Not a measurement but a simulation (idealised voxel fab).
This section sets out a process module, namely voxel capacitor over wiring.
Shown is cross-section cut, with a width of 195 nm and square cells of size 5 nm.
A cross-section in this document is a grid of square cells, and it is written down as bands, the top band listed before the ones below it; a band is made up of one or more rows of cells.
Look at the band entry: it leads with the top's height and the bottom's height in nm. Then it lists the materials left to right, with a width in nm for each. The word "full width" on a single material says that material fills the band edge to edge. The word "empty" is empty space.
Where do heights start? At 0: under that level the wafer as delivered is made of one material only. And the lowest band has no floor; it just carries on downward, as in "from 0 down".
Note: "30..40" means the width goes from the first number (top row of the band) to the second number (bottom row) in equal steps per row of cells.
Step note "nothing altered" = no cross-section cell changed.
Look at "Unvented internal voids" for the closed voids: empty spaces with no open path to the top, sized 8 cells or up. Each is width x height at distance, distance from the left edge, all nm.
On each step's line, the part that comes after the settings is the simulator's own comment on the step.
A step's line can hold "overlay nm"; with a mask on that step, the setting says how far right of the planned place the mask lay, while a negative setting says it lay to the left.
Layout of what follows: cross-section pairs, each bracketing one process step, the after cross-section shown only to the lowest band that changed, the step between and its settings noted under each pair. Pairs may originate in different runs of this module on the same starting wafer; a pair continues from the pair above only where its entry headed "Pre-process cross-section" says so.
# Pre-process cross-section
  from 0 down = Si full width
  Unvented internal voids: none
# Result of Step
  from 15 to 0 = SiO2 full width
  All layers under 0 are left as they were.
  Unvented internal voids: none
Looking at the two cross-sections above, the step in the middle is CONFORMAL_DEP, material SiO2, thk nm 15
Pre-process cross-section: starting point is the after cross-section of the pair just above.
# Result of Step
  from 20 to 15 = SiN full width
  All layers under 15 are left as they were.
  Unvented internal voids: none
Looking at the two cross-sections above, the step in the middle is CONFORMAL_DEP, material SiN, thk nm 5
Pre-process cross-section: starting point is the after cross-section of the pair just above.
# Result of Step
  from 40 to 20 = SiO2 full width
  All layers under 20 are left as they were.
  Unvented internal voids: none
Looking at the two cross-sections above, the step in the middle is DIRECTIONAL_DEP, material SiO2, thk nm 20
Pre-process cross-section: starting point is the after cross-section of the pair just above.
# Result of Step
  from 55 to 40 = aC full width
  All layers under 40 are left as they were.
  Unvented internal voids: none
Looking at the two cross-sections above, the step in the middle is DIRECTIONAL_DEP, material aC, thk nm 15
Pre-process cross-section: starting point is the after cross-section of the pair just above.
# Result of Step
  from 90 to 55 = resist=45 | empty=25 | resist=50 | empty=25 | resist=50
  All layers under 55 are left as they were.
  Unvented internal voids: none
Looking at the two cross-sections above, the step in the middle is PATTERN, tone open, mask id METAL_1, material resist, width nm 25, pitch nm 75, thk nm 35, overlay nm 0
Pre-process cross-section: starting point is the after cross-section of the pair just above.
# Result of Step
  from 75 to 55 = resist=45 | empty=25 | resist=50 | empty=25 | resist=50
  from 55 to 40 = aC=45 | empty=25 | aC=50 | empty=25 | aC=50
  All layers under 40 are left as they were.
  Unvented internal voids: none
Looking at the two cross-sections above, the step in the middle is DIRECTIONAL_ETCH, etch materials aC, depth nm 15
Pre-process cross-section: starting point is the after cross-section of the pair just above.
# Result of Step
  from 55 to 40 = aC=45 | empty=25 | aC=50 | empty=25 | aC=50
  All layers under 40 are left as they were.
  Unvented internal voids: none
Looking at the two cross-sections above, the step in the middle is STRIP, etch materials resist
Pre-process cross-section: starting point is the after cross-section of the pair just above.
# Result of Step
  from 55 to 40 = aC=45 | empty=25 | aC=50 | empty=25 | aC=50
  from 40 to 20 = SiO2=45 | empty=25 | SiO2=50 | empty=25 | SiO2=50
  All layers under 20 are left as they were.
  Unvented internal voids: none
Looking at the two cross-sections above, the step in the middle is DIRECTIONAL_ETCH, etch materials SiO2, depth nm 20
Pre-process cross-section: starting point is the after cross-section of the pair just above.
# Result of Step
  from 55 to 40 = aC=45 | empty=25 | aC=50 | empty=25 | aC=50
  from 40 to 20 = SiO2=45 | empty=25 | SiO2=50 | empty=25 | SiO2=50
  from 20 to 15 = SiN=45 | empty=25 | SiN=50 | empty=25 | SiN=50
  All layers under 15 are left as they were.
  Unvented internal voids: none
Looking at the two cross-sections above, the step in the middle is DIRECTIONAL_ETCH, etch materials SiN, depth nm 5
Pre-process cross-section: starting point is the after cross-section of the pair just above.
# Result of Step
  from 40 to 20 = SiO2=45 | empty=25 | SiO2=50 | empty=25 | SiO2=50
  All layers under 20 are left as they were.
  Unvented internal voids: none
Looking at the two cross-sections above, the step in the middle is STRIP, etch materials aC
Pre-process cross-section: starting point is the after cross-section of the pair just above.
# Result of Step
  from 45 to 40 = TiN=50 | empty=15 | TiN=60 | empty=15 | TiN=55
  from 40 to 20 = SiO2=45 | TiN=5 | empty=15 | TiN=5 | SiO2=50 | TiN=5 | empty=15 | TiN=5 | SiO2=50
  from 20 to 15 = SiN=45 | TiN=25 | SiN=50 | TiN=25 | SiN=50
  All layers under 15 are left as they were.
  Unvented internal voids: none
Looking at the two cross-sections above, the step in the middle is CONFORMAL_DEP, material TiN, thk nm 5
Pre-process cross-section: starting point is the after cross-section of the pair just above.
# Result of Step
  from 50 to 45 = Ru full width
  from 45 to 40 = TiN=50 | Ru=15 | TiN=60 | Ru=15 | TiN=55
  from 40 to 20 = SiO2=45 | TiN=5 | Ru=15 | TiN=5 | SiO2=50 | TiN=5 | Ru=15 | TiN=5 | SiO2=50
  All layers under 20 are left as they were.
  Unvented internal voids: none
Looking at the two cross-sections above, the step in the middle is FILL_DEP, material Ru, thk nm 5
Pre-process cross-section: starting point is the after cross-section of the pair just above.
# Result of Step
  from 40 to 20 = SiO2=45 | TiN=5 | Ru=15 | TiN=5 | SiO2=50 | TiN=5 | Ru=15 | TiN=5 | SiO2=50
  All layers under 20 are left as they were.
  Unvented internal voids: none
Looking at the two cross-sections above, the step in the middle is CMP, height nm 40
Pre-process cross-section: starting point is the after cross-section of the pair just above.
# Result of Step
  from 45 to 40 = SiCN full width
  All layers under 40 are left as they were.
  Unvented internal voids: none
Looking at the two cross-sections above, the step in the middle is CONFORMAL_DEP, material SiCN, thk nm 5
Pre-process cross-section: starting point is the after cross-section of the pair just above.
# Result of Step
  from 55 to 45 = lowk full width
  All layers under 45 are left as they were.
  Unvented internal voids: none
Looking at the two cross-sections above, the step in the middle is DIRECTIONAL_DEP, material lowk, thk nm 10
Pre-process cross-section: starting point is the after cross-section of the pair just above.
# Result of Step
  from 55 to 45 = lowk=55 | empty=15 | lowk=125
  All layers under 45 are left as they were.
  Unvented internal voids: none
Looking at the two cross-sections above, the step in the middle is MASKED_ETCH, tone open, mask id PLUG_1, width nm 15, etch materials lowk, depth nm 10, overlay nm 0
Pre-process cross-section: starting point is the after cross-section of the pair just above.
# Result of Step
  from 55 to 45 = lowk=55 | empty=15 | lowk=125
  from 45 to 40 = SiCN=55 | empty=15 | SiCN=125
  All layers under 40 are left as they were.
  Unvented internal voids: none
Looking at the two cross-sections above, the step in the middle is MASKED_ETCH, tone open, mask id PLUG_1, width nm 15, etch materials SiCN, depth nm 5, overlay nm 0
Pre-process cross-section: starting point is the after cross-section of the pair just above.
# Result of Step
  from 55 to 50 = lowk=55 | empty=15 | lowk=125
  from 50 to 45 = lowk=55 | Ru=15 | lowk=125
  from 45 to 40 = SiCN=55 | Ru=15 | SiCN=125
  All layers under 40 are left as they were.
  Unvented internal voids: none
Looking at the two cross-sections above, the step in the middle is EPI, material Ru, thk nm 10
Pre-process cross-section: starting point is the after cross-section of the pair just above.
# Result of Step
  from 55 to 45 = lowk=55 | Ru=15 | lowk=125
  All layers under 45 are left as they were.
  Unvented internal voids: none
Looking at the two cross-sections above, the step in the middle is EPI, material Ru, thk nm 5
Pre-process cross-section: starting point is the after cross-section of the pair just above.
# Result of Step
  from 65 to 55 = TiN full width
  All layers under 55 are left as they were.
  Unvented internal voids: none
Looking at the two cross-sections above, the step in the middle is DIRECTIONAL_DEP, material TiN, thk nm 10
Pre-process cross-section: starting point is the after cross-section of the pair just above.
# Result of Step
  from 70 to 65 = HfO2 full width
  All layers under 65 are left as they were.
  Unvented internal voids: none
Looking at the two cross-sections above, the step in the middle is DIRECTIONAL_DEP, material HfO2, thk nm 5
Pre-process cross-section: starting point is the after cross-section of the pair just above.
# Result of Step
  from 80 to 70 = TiN full width
  All layers under 70 are left as they were.
  Unvented internal voids: none
Looking at the two cross-sections above, the step in the middle is DIRECTIONAL_DEP, material TiN, thk nm 10
Pre-process cross-section: starting point is the after cross-section of the pair just above.
# Result of Step
  from 95 to 80 = empty=55 | resist=55 | empty=85
  All layers under 80 are left as they were.
  Unvented internal voids: none
Looking at the two cross-sections above, the step in the middle is PATTERN, tone cover, mask id UPPER_PLATE, material resist, width nm 55, thk nm 15, overlay nm 0
Pre-process cross-section: starting point is the after cross-section of the pair just above.
# Result of Step
  from 95 to 80 = empty=55 | resist=55 | empty=85
  from 80 to 70 = empty=55 | TiN=55 | empty=85
  All layers under 70 are left as they were.
  Unvented internal voids: none
Looking at the two cross-sections above, the step in the middle is DIRECTIONAL_ETCH, etch materials TiN, depth nm 10
Pre-process cross-section: starting point is the after cross-section of the pair just above.
# Result of Step
  from 95 to 80 = empty=55 | resist=55 | empty=85
  from 80 to 70 = empty=55 | TiN=55 | empty=85
  from 70 to 65 = empty=55 | HfO2=55 | empty=85
  All layers under 65 are left as they were.
  Unvented internal voids: none
Looking at the two cross-sections above, the step in the middle is DIRECTIONAL_ETCH, etch materials HfO2, depth nm 5
Pre-process cross-section: starting point is the after cross-section of the pair just above.
# Result of Step
  from 80 to 70 = empty=55 | TiN=55 | empty=85
  All layers under 70 are left as they were.
  Unvented internal voids: none
Looking at the two cross-sections above, the step in the middle is STRIP, etch materials resist
Pre-process cross-section: starting point is the after cross-section of the pair just above.
# Result of Step
  from 95 to 80 = empty=50 | resist=65 | empty=80
  from 80 to 70 = empty=50 | resist=5 | TiN=55 | resist=5 | empty=80
  from 70 to 65 = empty=50 | resist=5 | HfO2=55 | resist=5 | empty=80
  All layers under 65 are left as they were.
  Unvented internal voids: none
Looking at the two cross-sections above, the step in the middle is PATTERN, tone cover, mask id LOWER_PLATE, material resist, width nm 65, thk nm 15, overlay nm 0
Pre-process cross-section: starting point is the after cross-section of the pair just above.
# Result of Step
  from 95 to 80 = empty=50 | resist=65 | empty=80
  from 80 to 70 = empty=50 | resist=5 | TiN=55 | resist=5 | empty=80
  from 70 to 65 = empty=50 | resist=5 | HfO2=55 | resist=5 | empty=80
  from 65 to 55 = empty=50 | TiN=65 | empty=80
  All layers under 55 are left as they were.
  Unvented internal voids: none
Looking at the two cross-sections above, the step in the middle is DIRECTIONAL_ETCH, etch materials TiN, depth nm 10
Pre-process cross-section: starting point is the after cross-section of the pair just above.
# Result of Step
  from 80 to 70 = empty=55 | TiN=55 | empty=85
  from 70 to 65 = empty=55 | HfO2=55 | empty=85
  All layers under 65 are left as they were.
  Unvented internal voids: none
Looking at the two cross-sections above, the step in the middle is STRIP, etch materials resist
Pre-process cross-section: starting point is the after cross-section of the pair just above.
# Result of Step
  from 100 to 80 = SiO2 full width
  from 80 to 70 = SiO2=55 | TiN=55 | SiO2=85
  from 70 to 65 = SiO2=55 | HfO2=55 | SiO2=85
  from 65 to 55 = SiO2=50 | TiN=65 | SiO2=80
  All layers under 55 are left as they were.
  Unvented internal voids: none
Looking at the two cross-sections above, the step in the middle is FILL_DEP, material SiO2, thk nm 20
Pre-process cross-section: starting point is the after cross-section of the pair just above.
# Result of Step
  from 95 to 80 = SiO2 full width
  All layers under 80 are left as they were.
  Unvented internal voids: none
Looking at the two cross-sections above, the step in the middle is CMP, height nm 95
Pre-process cross-section: starting point is the after cross-section of the pair just above.
# Result of Step
  from 115 to 95 = resist=65 | empty=15 | resist=115
  All layers under 95 are left as they were.
  Unvented internal voids: none
Looking at the two cross-sections above, the step in the middle is PATTERN, tone open, mask id PLUG_2, material resist, width nm 15, thk nm 20, overlay nm 0
Pre-process cross-section: starting point is the after cross-section of the pair just above.
# Result of Step
  from 115 to 95 = resist=65 | empty=15 | resist=115
  from 95 to 80 = SiO2=65 | empty=15 | SiO2=115
  All layers under 80 are left as they were.
  Unvented internal voids: none
Looking at the two cross-sections above, the step in the middle is DIRECTIONAL_ETCH, etch materials SiO2, depth nm 15
Pre-process cross-section: starting point is the after cross-section of the pair just above.
# Result of Step
  from 95 to 80 = SiO2=65 | empty=15 | SiO2=115
  All layers under 80 are left as they were.
  Unvented internal voids: none
Looking at the two cross-sections above, the step in the middle is STRIP, etch materials resist
Pre-process cross-section: starting point is the after cross-section of the pair just above.
# Result of Step
  from 100 to 95 = TiN=70 | empty=5 | TiN=120
  from 95 to 85 = SiO2=65 | TiN=5 | empty=5 | TiN=5 | SiO2=115
  from 85 to 80 = SiO2=65 | TiN=15 | SiO2=115
  All layers under 80 are left as they were.
  Unvented internal voids: none
Looking at the two cross-sections above, the step in the middle is CONFORMAL_DEP, material TiN, thk nm 5
Pre-process cross-section: starting point is the after cross-section of the pair just above.
# Result of Step
  from 105 to 100 = Ru full width
  from 100 to 95 = TiN=70 | Ru=5 | TiN=120
  from 95 to 85 = SiO2=65 | TiN=5 | Ru=5 | TiN=5 | SiO2=115
  All layers under 85 are left as they were.
  Unvented internal voids: none
Looking at the two cross-sections above, the step in the middle is FILL_DEP, material Ru, thk nm 5
Pre-process cross-section: starting point is the after cross-section of the pair just above.
# Result of Step
  from 95 to 85 = SiO2=65 | TiN=5 | Ru=5 | TiN=5 | SiO2=115
  All layers under 85 are left as they were.
  Unvented internal voids: none
Looking at the two cross-sections above, the step in the middle is CMP, height nm 95
Pre-process cross-section: starting point is the after cross-section of the pair just above.
# Result of Step
  from 100 to 95 = SiCN full width
  All layers under 95 are left as they were.
  Unvented internal voids: none
Looking at the two cross-sections above, the step in the middle is CONFORMAL_DEP, material SiCN, thk nm 5
# Pre-process cross-section
  from 65 to 55 = TiN full width
  from 55 to 45 = lowk=55 | Ru=15 | lowk=125
  from 45 to 40 = SiCN=55 | Ru=15 | SiCN=125
  from 40 to 20 = SiO2=45 | TiN=5 | Ru=15 | TiN=5 | SiO2=50 | TiN=5 | Ru=15 | TiN=5 | SiO2=50
  from 20 to 15 = SiN=45 | TiN=25 | SiN=50 | TiN=25 | SiN=50
  from 15 to 0 = SiO2 full width
  from 0 down = Si full width
  Unvented internal voids: none
# Result of Step
  from 75 to 55 = TiN full width
  All layers under 55 are left as they were.
  Unvented internal voids: none
Looking at the two cross-sections above, the step in the middle is DIRECTIONAL_DEP, material TiN, thk nm 10
Pre-process cross-section: starting point is the after cross-section of the pair just above.
# Result of Step
  from 90 to 75 = empty=55 | resist=55 | empty=85
  All layers under 75 are left as they were.
  Unvented internal voids: none
Looking at the two cross-sections above, the step in the middle is PATTERN, tone cover, mask id UPPER_PLATE, material resist, width nm 55, thk nm 15, overlay nm 0
Pre-process cross-section: starting point is the after cross-section of the pair just above.
# Result of Step
  from 90 to 75 = empty=55 | resist=55 | empty=85
  from 75 to 65 = empty=55 | TiN=55 | empty=85
  All layers under 65 are left as they were.
  Unvented internal voids: none
Looking at the two cross-sections above, the step in the middle is DIRECTIONAL_ETCH, etch materials TiN, depth nm 10
Pre-process cross-section: starting point is the after cross-section of the pair just above.
# Result of Step
  from 75 to 65 = empty=55 | TiN=55 | empty=85
  All layers under 65 are left as they were.
  Unvented internal voids: none
Looking at the two cross-sections above, the step in the middle is STRIP, etch materials resist
Pre-process cross-section: starting point is the after cross-section of the pair just above.
# Result of Step
  from 90 to 75 = empty=50 | resist=65 | empty=80
  from 75 to 65 = empty=50 | resist=5 | TiN=55 | resist=5 | empty=80
  All layers under 65 are left as they were.
  Unvented internal voids: none
Looking at the two cross-sections above, the step in the middle is PATTERN, tone cover, mask id LOWER_PLATE, material resist, width nm 65, thk nm 15, overlay nm 0
Pre-process cross-section: starting point is the after cross-section of the pair just above.
# Result of Step
  from 90 to 75 = empty=50 | resist=65 | empty=80
  from 75 to 65 = empty=50 | resist=5 | TiN=55 | resist=5 | empty=80
  from 65 to 55 = empty=50 | TiN=65 | empty=80
  All layers under 55 are left as they were.
  Unvented internal voids: none
Looking at the two cross-sections above, the step in the middle is DIRECTIONAL_ETCH, etch materials TiN, depth nm 10
Pre-process cross-section: starting point is the after cross-section of the pair just above.
# Result of Step
  from 75 to 65 = empty=55 | TiN=55 | empty=85
  All layers under 65 are left as they were.
  Unvented internal voids: none
Looking at the two cross-sections above, the step in the middle is STRIP, etch materials resist
Pre-process cross-section: starting point is the after cross-section of the pair just above.
# Result of Step
  from 95 to 75 = SiO2 full width
  from 75 to 65 = SiO2=55 | TiN=55 | SiO2=85
  from 65 to 55 = SiO2=50 | TiN=65 | SiO2=80
  All layers under 55 are left as they were.
  Unvented internal voids: none
Looking at the two cross-sections above, the step in the middle is FILL_DEP, material SiO2, thk nm 20
Pre-process cross-section: starting point is the after cross-section of the pair just above.
# Result of Step
  from 115 to 95 = resist=65 | empty=15 | resist=115
  All layers under 95 are left as they were.
  Unvented internal voids: none
Looking at the two cross-sections above, the step in the middle is PATTERN, tone open, mask id PLUG_2, material resist, width nm 15, thk nm 20, overlay nm 0
Pre-process cross-section: starting point is the after cross-section of the pair just above.
# Result of Step
  from 115 to 95 = resist=65 | empty=15 | resist=115
  from 95 to 80 = SiO2=65 | empty=15 | SiO2=115
  All layers under 80 are left as they were.
  Unvented internal voids: none
Looking at the two cross-sections above, the step in the middle is DIRECTIONAL_ETCH, etch materials SiO2, depth nm 15
Pre-process cross-section: starting point is the after cross-section of the pair just above.
# Result of Step
  from 95 to 80 = SiO2=65 | empty=15 | SiO2=115
  All layers under 80 are left as they were.
  Unvented internal voids: none
Looking at the two cross-sections above, the step in the middle is STRIP, etch materials resist
Pre-process cross-section: starting point is the after cross-section of the pair just above.
# Result of Step
  from 100 to 95 = TiN=70 | empty=5 | TiN=120
  from 95 to 85 = SiO2=65 | TiN=5 | empty=5 | TiN=5 | SiO2=115
  from 85 to 80 = SiO2=65 | TiN=15 | SiO2=115
  All layers under 80 are left as they were.
  Unvented internal voids: none
Looking at the two cross-sections above, the step in the middle is CONFORMAL_DEP, material TiN, thk nm 5
Pre-process cross-section: starting point is the after cross-section of the pair just above.
# Result of Step
  from 105 to 100 = Ru full width
  from 100 to 95 = TiN=70 | Ru=5 | TiN=120
  from 95 to 85 = SiO2=65 | TiN=5 | Ru=5 | TiN=5 | SiO2=115
  All layers under 85 are left as they were.
  Unvented internal voids: none
Looking at the two cross-sections above, the step in the middle is FILL_DEP, material Ru, thk nm 5
Pre-process cross-section: starting point is the after cross-section of the pair just above.
# Result of Step
  from 95 to 85 = SiO2=65 | TiN=5 | Ru=5 | TiN=5 | SiO2=115
  All layers under 85 are left as they were.
  Unvented internal voids: none
Looking at the two cross-sections above, the step in the middle is CMP, height nm 95
Pre-process cross-section: starting point is the after cross-section of the pair just above.
# Result of Step
  from 100 to 95 = SiCN full width
  All layers under 95 are left as they were.
  Unvented internal voids: none
Looking at the two cross-sections above, the step in the middle is CONFORMAL_DEP, material SiCN, thk nm 5
# Pre-process cross-section
  from 55 to 50 = lowk=55 | empty=15 | lowk=125
  from 50 to 45 = lowk=55 | Ru=15 | lowk=125
  from 45 to 40 = SiCN=55 | Ru=15 | SiCN=125
  from 40 to 20 = SiO2=45 | TiN=5 | Ru=15 | TiN=5 | SiO2=50 | TiN=5 | Ru=15 | TiN=5 | SiO2=50
  from 20 to 15 = SiN=45 | TiN=25 | SiN=50 | TiN=25 | SiN=50
  from 15 to 0 = SiO2 full width
  from 0 down = Si full width
  Unvented internal voids: none
# Result of Step
  from 60 to 55 = empty=50 | Ru=25 | empty=120
  from 55 to 45 = lowk=55 | Ru=15 | lowk=125
  All layers under 45 are left as they were.
  Unvented internal voids: none
Looking at the two cross-sections above, the step in the middle is EPI, material Ru, thk nm 10
Pre-process cross-section: starting point is the after cross-section of the pair just above.
# Result of Step
  from 65 to 55 = empty=45 | Ru=35 | empty=115
  All layers under 55 are left as they were.
  Unvented internal voids: none
Looking at the two cross-sections above, the step in the middle is EPI, material Ru, thk nm 5
Pre-process cross-section: starting point is the after cross-section of the pair just above.
# Result of Step
  from 75 to 65 = empty=45 | TiN=35 | empty=115
  from 65 to 55 = TiN=45 | Ru=35 | TiN=115
  All layers under 55 are left as they were.
  Unvented internal voids: none
Looking at the two cross-sections above, the step in the middle is DIRECTIONAL_DEP, material TiN, thk nm 10
Pre-process cross-section: starting point is the after cross-section of the pair just above.
# Result of Step
  from 80 to 75 = empty=45 | HfO2=35 | empty=115
  from 75 to 70 = empty=45 | TiN=35 | empty=115
  from 70 to 65 = HfO2=45 | TiN=35 | HfO2=115
  All layers under 65 are left as they were.
  Unvented internal voids: none
Looking at the two cross-sections above, the step in the middle is DIRECTIONAL_DEP, material HfO2, thk nm 5
Pre-process cross-section: starting point is the after cross-section of the pair just above.
# Result of Step
  from 90 to 80 = empty=45 | TiN=35 | empty=115
  from 80 to 75 = TiN=45 | HfO2=35 | TiN=115
  from 75 to 70 = TiN full width
  All layers under 70 are left as they were.
  Unvented internal voids: none
Looking at the two cross-sections above, the step in the middle is DIRECTIONAL_DEP, material TiN, thk nm 10
Pre-process cross-section: starting point is the after cross-section of the pair just above.
# Result of Step
  from 105 to 90 = empty=55 | resist=55 | empty=85
  from 90 to 80 = empty=45 | TiN=35 | resist=30 | empty=85
  All layers under 80 are left as they were.
  Unvented internal voids: none
Looking at the two cross-sections above, the step in the middle is PATTERN, tone cover, mask id UPPER_PLATE, material resist, width nm 55, thk nm 15, overlay nm 0
Pre-process cross-section: starting point is the after cross-section of the pair just above.
# Result of Step
  from 105 to 90 = empty=55 | resist=55 | empty=85
  from 90 to 80 = empty=55 | TiN=25 | resist=30 | empty=85
  from 80 to 75 = empty=45 | HfO2=35 | TiN=30 | empty=85
  from 75 to 70 = empty=45 | TiN=65 | empty=85
  All layers under 70 are left as they were.
  Unvented internal voids: none
Looking at the two cross-sections above, the step in the middle is DIRECTIONAL_ETCH, etch materials TiN, depth nm 10
Pre-process cross-section: starting point is the after cross-section of the pair just above.
# Result of Step
  from 105 to 90 = empty=55 | resist=55 | empty=85
  from 90 to 80 = empty=55 | TiN=25 | resist=30 | empty=85
  from 80 to 75 = empty=55 | HfO2=25 | TiN=30 | empty=85
  from 75 to 70 = empty=45 | TiN=65 | empty=85
  from 70 to 65 = empty=45 | TiN=35 | HfO2=30 | empty=85
  All layers under 65 are left as they were.
  Unvented internal voids: none
Looking at the two cross-sections above, the step in the middle is DIRECTIONAL_ETCH, etch materials HfO2, depth nm 5
Pre-process cross-section: starting point is the after cross-section of the pair just above.
# Result of Step
  from 90 to 80 = empty=55 | TiN=25 | empty=115
  All layers under 80 are left as they were.
  Unvented internal voids: none
Looking at the two cross-sections above, the step in the middle is STRIP, etch materials resist
Pre-process cross-section: starting point is the after cross-section of the pair just above.
# Result of Step
  from 105 to 90 = empty=50 | resist=65 | empty=80
  from 90 to 80 = empty=50 | resist=5 | TiN=25 | resist=35 | empty=80
  from 80 to 75 = empty=50 | resist=5 | HfO2=25 | TiN=30 | resist=5 | empty=80
  from 75 to 70 = empty=45 | TiN=65 | resist=5 | empty=80
  from 70 to 65 = empty=45 | TiN=35 | HfO2=30 | resist=5 | empty=80
  All layers under 65 are left as they were.
  Unvented internal voids: none
Looking at the two cross-sections above, the step in the middle is PATTERN, tone cover, mask id LOWER_PLATE, material resist, width nm 65, thk nm 15, overlay nm 0
Pre-process cross-section: starting point is the after cross-section of the pair just above.
# Result of Step
  from 105 to 90 = empty=50 | resist=65 | empty=80
  from 90 to 80 = empty=50 | resist=5 | TiN=25 | resist=35 | empty=80
  from 80 to 75 = empty=50 | resist=5 | HfO2=25 | TiN=30 | resist=5 | empty=80
  from 75 to 70 = empty=50 | TiN=60 | resist=5 | empty=80
  from 70 to 65 = empty=50 | TiN=30 | HfO2=30 | resist=5 | empty=80
  from 65 to 55 = empty=45 | Ru=35 | TiN=35 | empty=80
  All layers under 55 are left as they were.
  Unvented internal voids: none
Looking at the two cross-sections above, the step in the middle is DIRECTIONAL_ETCH, etch materials TiN, depth nm 10
Pre-process cross-section: starting point is the after cross-section of the pair just above.
# Result of Step
  from 90 to 80 = empty=55 | TiN=25 | empty=115
  from 80 to 75 = empty=55 | HfO2=25 | TiN=30 | empty=85
  from 75 to 70 = empty=50 | TiN=60 | empty=85
  from 70 to 65 = empty=50 | TiN=30 | HfO2=30 | empty=85
  All layers under 65 are left as they were.
  Unvented internal voids: none
Looking at the two cross-sections above, the step in the middle is STRIP, etch materials resist
Pre-process cross-section: starting point is the after cross-section of the pair just above.
# Result of Step
  from 110 to 90 = SiO2 full width
  from 90 to 80 = SiO2=55 | TiN=25 | SiO2=115
  from 80 to 75 = SiO2=55 | HfO2=25 | TiN=30 | SiO2=85
  from 75 to 70 = SiO2=50 | TiN=60 | SiO2=85
  from 70 to 65 = SiO2=50 | TiN=30 | HfO2=30 | SiO2=85
  from 65 to 55 = SiO2=45 | Ru=35 | TiN=35 | SiO2=80
  All layers under 55 are left as they were.
  Unvented internal voids: none
Looking at the two cross-sections above, the step in the middle is FILL_DEP, material SiO2, thk nm 20
Pre-process cross-section: starting point is the after cross-section of the pair just above.
# Result of Step
  from 95 to 90 = SiO2 full width
  All layers under 90 are left as they were.
  Unvented internal voids: none
Looking at the two cross-sections above, the step in the middle is CMP, height nm 95
Pre-process cross-section: starting point is the after cross-section of the pair just above.
# Result of Step
  from 115 to 95 = resist=65 | empty=15 | resist=115
  All layers under 95 are left as they were.
  Unvented internal voids: none
Looking at the two cross-sections above, the step in the middle is PATTERN, tone open, mask id PLUG_2, material resist, width nm 15, thk nm 20, overlay nm 0
Pre-process cross-section: starting point is the after cross-section of the pair just above.
# Result of Step
  from 115 to 95 = resist=65 | empty=15 | resist=115
  from 95 to 90 = SiO2=65 | empty=15 | SiO2=115
  All layers under 90 are left as they were.
  Unvented internal voids: none
Looking at the two cross-sections above, the step in the middle is DIRECTIONAL_ETCH, etch materials SiO2, depth nm 15
Pre-process cross-section: starting point is the after cross-section of the pair just above.
# Result of Step
  from 95 to 90 = SiO2=65 | empty=15 | SiO2=115
  All layers under 90 are left as they were.
  Unvented internal voids: none
Looking at the two cross-sections above, the step in the middle is STRIP, etch materials resist
Pre-process cross-section: starting point is the after cross-section of the pair just above.
# Result of Step
  from 100 to 95 = TiN=70 | empty=5 | TiN=120
  from 95 to 90 = SiO2=65 | TiN=15 | SiO2=115
  All layers under 90 are left as they were.
  Unvented internal voids: none
Looking at the two cross-sections above, the step in the middle is CONFORMAL_DEP, material TiN, thk nm 5
Pre-process cross-section: starting point is the after cross-section of the pair just above.
# Result of Step
  from 105 to 100 = Ru full width
  from 100 to 95 = TiN=70 | Ru=5 | TiN=120
  All layers under 95 are left as they were.
  Unvented internal voids: none
Looking at the two cross-sections above, the step in the middle is FILL_DEP, material Ru, thk nm 5
Pre-process cross-section: starting point is the after cross-section of the pair just above.
# Result of Step
  from 95 to 90 = SiO2=65 | TiN=15 | SiO2=115
  All layers under 90 are left as they were.
  Unvented internal voids: none
Looking at the two cross-sections above, the step in the middle is CMP, height nm 95
Pre-process cross-section: starting point is the after cross-section of the pair just above.
# Result of Step
  from 100 to 95 = SiCN full width
  All layers under 95 are left as they were.
  Unvented internal voids: none
Looking at the two cross-sections above, the step in the middle is CONFORMAL_DEP, material SiCN, thk nm 5
# Pre-process cross-section
  from 75 to 55 = TiN full width
  from 55 to 45 = lowk=55 | Ru=15 | lowk=125
  from 45 to 40 = SiCN=55 | Ru=15 | SiCN=125
  from 40 to 20 = SiO2=45 | TiN=5 | Ru=15 | TiN=5 | SiO2=50 | TiN=5 | Ru=15 | TiN=5 | SiO2=50
  from 20 to 15 = SiN=45 | TiN=25 | SiN=50 | TiN=25 | SiN=50
  from 15 to 0 = SiO2 full width
  from 0 down = Si full width
  Unvented internal voids: none
# Result of Step
  from 80 to 75 = HfO2 full width
  All layers under 75 are left as they were.
  Unvented internal voids: none
Looking at the two cross-sections above, the step in the middle is DIRECTIONAL_DEP, material HfO2, thk nm 5
Pre-process cross-section: starting point is the after cross-section of the pair just above.
# Result of Step
  from 95 to 80 = empty=55 | resist=55 | empty=85
  All layers under 80 are left as they were.
  Unvented internal voids: none
Looking at the two cross-sections above, the step in the middle is PATTERN, tone cover, mask id UPPER_PLATE, material resist, width nm 55, thk nm 15, overlay nm 0
Pre-process cross-section: starting point is the after cross-section of the pair just above.
# Result of Step
  from 95 to 80 = empty=55 | resist=55 | empty=85
  from 80 to 75 = empty=55 | HfO2=55 | empty=85
  All layers under 75 are left as they were.
  Unvented internal voids: none
Looking at the two cross-sections above, the step in the middle is DIRECTIONAL_ETCH, etch materials HfO2, depth nm 5
Pre-process cross-section: starting point is the after cross-section of the pair just above.
# Result of Step
  from 80 to 75 = empty=55 | HfO2=55 | empty=85
  All layers under 75 are left as they were.
  Unvented internal voids: none
Looking at the two cross-sections above, the step in the middle is STRIP, etch materials resist
Pre-process cross-section: starting point is the after cross-section of the pair just above.
# Result of Step
  from 95 to 80 = empty=50 | resist=65 | empty=80
  from 80 to 75 = empty=50 | resist=5 | HfO2=55 | resist=5 | empty=80
  All layers under 75 are left as they were.
  Unvented internal voids: none
Looking at the two cross-sections above, the step in the middle is PATTERN, tone cover, mask id LOWER_PLATE, material resist, width nm 65, thk nm 15, overlay nm 0
Pre-process cross-section: starting point is the after cross-section of the pair just above.
# Result of Step
  from 95 to 80 = empty=50 | resist=65 | empty=80
  from 80 to 75 = empty=50 | resist=5 | HfO2=55 | resist=5 | empty=80
  from 75 to 65 = empty=50 | TiN=65 | empty=80
  All layers under 65 are left as they were.
  Unvented internal voids: none
Looking at the two cross-sections above, the step in the middle is DIRECTIONAL_ETCH, etch materials TiN, depth nm 10
Pre-process cross-section: starting point is the after cross-section of the pair just above.
# Result of Step
  from 80 to 75 = empty=55 | HfO2=55 | empty=85
  All layers under 75 are left as they were.
  Unvented internal voids: none
Looking at the two cross-sections above, the step in the middle is STRIP, etch materials resist
Pre-process cross-section: starting point is the after cross-section of the pair just above.
# Result of Step
  from 100 to 80 = SiO2 full width
  from 80 to 75 = SiO2=55 | HfO2=55 | SiO2=85
  from 75 to 65 = SiO2=50 | TiN=65 | SiO2=80
  All layers under 65 are left as they were.
  Unvented internal voids: none
Looking at the two cross-sections above, the step in the middle is FILL_DEP, material SiO2, thk nm 20
